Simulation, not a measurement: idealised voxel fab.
This is a process module. Its name is voxel self aligned contacts.
Square cell edge 5 nm, section width 230 nm, ID cut.
When this document writes out a cross-section, it uses a grid of square cells and lists it as bands, beginning at the top and moving down, with a band standing for one or more rows of cells.
For a band, the entry starts with two heights in nm, that of the top and then that of the bottom, and carries on with the band's materials in order from left to right, each alongside its width in nm; the word "throughout" beside a single material means it fills the band edge to edge, and "empty" means empty space.
Where do heights start? At 0: under that level the wafer as delivered is made of one material only. And the lowest band has no floor; it just carries on downward, as in "top 0, no bottom".
The notation "30 to 40" denotes a width that varies across the rows of cells in the band, beginning at the first number in the top row, finishing at the second number in the bottom row, and changing by an identical amount from each row to the next.
Step marked "nothing different"? Then no cell in the cross-section changed in it.
Listed in "closed voids": every empty space of 8 or more cells without an open way to the top. Form: width x height at distance, the distance being from the left edge, all in nm.
That trailing text on a step's line, after the settings, is the simulator's own remark on the step.
The optional step-line setting "overlay nm" applies to steps with a mask and quantifies how far to the right of its planned location the mask lay, a negative value indicating leftward placement.
Here's what the planned process steps look like:
- 1: RECEIVE: material Si
- 2: OXIDIZE: depth nm 5
- 3: DIRECTIONAL_DEP: material polySi, thk nm 25
- 4: DIRECTIONAL_DEP: material SiN, thk nm 20
- 5: PATTERN: tone cover, mask id GATE, material resist, width nm 35, pitch nm 70, thk nm 15, overlay nm 0
- 6: DIRECTIONAL_ETCH: etch materials SiN, depth nm 20
- 7: DIRECTIONAL_ETCH: etch materials polySi, depth nm 25
- 8: STRIP: etch materials resist
- 9: CONFORMAL_DEP: material SiN, thk nm 5
- 10: DIRECTIONAL_ETCH: etch materials SiN, depth nm 5
- 11: FILL_DEP: material SiO2, thk nm 15
- 12: CMP: height nm 50
- 13: MASKED_ETCH: tone open, mask id CONTACT, width nm 55, etch materials SiO2, depth nm 55, overlay nm 0
- 14: CONFORMAL_DEP: material TiN, thk nm 5
- 15: FILL_DEP: material Ru, thk nm 10
- 16: CMP: height nm 50
- 17: CONFORMAL_DEP: material SiCN, thk nm 5
Cross-section of the wafer as it came to us, i.e., already through step 1:
    top 0, no bottom: Si throughout
    closed voids: none
Post-module cross-section of the first of two wafers (run per plan):
    top 55, bottom 50: SiCN throughout
    top 50, bottom 45: SiO2 85 nm, then TiN 20 nm, then Ru 15 nm, then TiN 20 nm, then SiO2 90 nm
    top 45, bottom 25: SiO2 55 nm, then SiN 45 nm, then TiN 5 nm, then Ru 15 nm, then TiN 5 nm, then SiN 45 nm, then SiO2 60 nm
    top 25, bottom 0: SiO2 55 nm, then SiN 5 nm, then polySi 35 nm, then SiN 5 nm, then TiN 5 nm, then Ru 15 nm, then TiN 5 nm, then SiN 5 nm, then polySi 35 nm, then SiN 5 nm, then SiO2 60 nm
    top 0, bottom -5: SiO2 100 nm, then TiN 25 nm, then SiO2 105 nm
    top -5, no bottom: Si throughout
    closed voids: none
End of module, second wafer, cross-section. Started like the first, planned like the first, run with one mistake:
    top 45, bottom 40: SiCN throughout
    top 40, bottom 25: SiO2 55 nm, then SiN 45 nm, then TiN 5 nm, then Ru 15 nm, then TiN 5 nm, then SiN 45 nm, then SiO2 60 nm
    top 25, bottom 0: SiO2 55 nm, then SiN 5 nm, then polySi 35 nm, then SiN 5 nm, then TiN 5 nm, then Ru 15 nm, then TiN 5 nm, then SiN 5 nm, then polySi 35 nm, then SiN 5 nm, then SiO2 60 nm
    top 0, bottom -5: SiO2 100 nm, then TiN 25 nm, then SiO2 105 nm
    top -5, no bottom: Si throughout
    closed voids: none
Error vs. plan: step 16 was run on a setting that differed from the plan, and what really ran there is CMP: height nm 40
End check, counted in cells, second wafer has more or fewer of these materials than the first: Ru: 6 fewer | SiN: 18 fewer | SiO2: 58 fewer | TiN: 10 fewer
